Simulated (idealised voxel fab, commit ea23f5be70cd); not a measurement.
Title: Process Module voxel spacer lines
FYI the section here is cut, 230 nm wide, cells are 5 nm squares.
Reading order for cross-sections: top band down to bottom band. Underlying form: a grid of square cells. Band size: one or more rows of cells.
This entry defines a band. It first specifies the height of the band's top and the height of its bottom in nm, and then specifies the band's materials from left to right, stating each material with its width in nm. The word "everywhere" identifies a single material that fills the band from edge to edge, while the word "blank" identifies empty space.
Beneath 0, the wafer as received is one material, and that level is where height counting begins. The lowest band goes on downward without a bottom; it is written like "0 and below".
Per-row width for "30..40": begins at first number (top row of band), ends at second number (bottom row), increment between rows held constant.
"remained unchanged", as given for a step, is the statement that not any cell of the cross-section underwent a change during that step.
Empty spaces without an open route to the top, at least 8 cells in extent, make up the entry "Voids, fully enclosed"; each is given as width x height at distance, where the distance is measured from the left edge, and all are in nm.
Step line, after settings: the simulator's comment on this step.
Among the settings permitted on a step's line is "overlay nm"; applied to a step with a mask, it specifies the extent to which the mask lay to the right of its planned position, whereas a negative figure signifies a position to the left.

Here's what the planned process steps look like
1) op RECEIVE | material Si
2) op CONFORMAL_DEP | material Al2O3 | thk nm 5
3) op DIRECTIONAL_DEP | material SiN | thk nm 10
4) op DIRECTIONAL_DEP | material polySi | thk nm 25
5) op PATTERN | tone cover | mask id MANDREL | material resist | width nm 15 | pitch nm 60 | thk nm 35 | overlay nm 0
6) op DIRECTIONAL_ETCH | etch materials polySi | depth nm 25
7) op STRIP | etch materials resist
8) op CONFORMAL_DEP | material SiO2 | thk nm 15
9) op DIRECTIONAL_ETCH | etch materials SiO2 | depth nm 15
10) op STRIP | etch materials polySi
11) op DIRECTIONAL_ETCH | etch materials SiN | depth nm 10
12) op STRIP | etch materials SiO2

Here's what the wafer looked like in cross-section when it arrived - that's after step 1
> 0 and below: Si everywhere
> Voids, fully enclosed: none

Looking at the first of two wafers in cross-section at end of module - ran to plan
> 15 down to 5: 30 nm blank; 15 nm SiN; 15 nm blank; 15 nm SiN; 15 nm blank; 15 nm SiN; 15 nm blank; 15 nm SiN; 15 nm blank; 15 nm SiN; 15 nm blank; 15 nm SiN; 35 nm blank
> 5 down to 0: Al2O3 everywhere
> 0 and below: Si everywhere
> Voids, fully enclosed: none

Same start, same plan as the first wafer - but one mistake in the run. Cross-section of the second of the two at the end of the module
> 15 down to 5: 45 nm blank; 15 nm SiN; 45 nm blank; 15 nm SiN; 45 nm blank; 15 nm SiN; 50 nm blank
> 5 down to 0: Al2O3 everywhere
> 0 and below: Si everywhere
> Voids, fully enclosed: none
What broke from the plan during processing? step 5 changed vs plan, executed as op PATTERN | tone open | mask id MANDREL | material resist | width nm 15 | pitch nm 60 | thk nm 35 | overlay nm 0
Upon completion, the second wafer contains, in terms of cells, a greater or smaller amount of certain materials than the first wafer: SiN -18
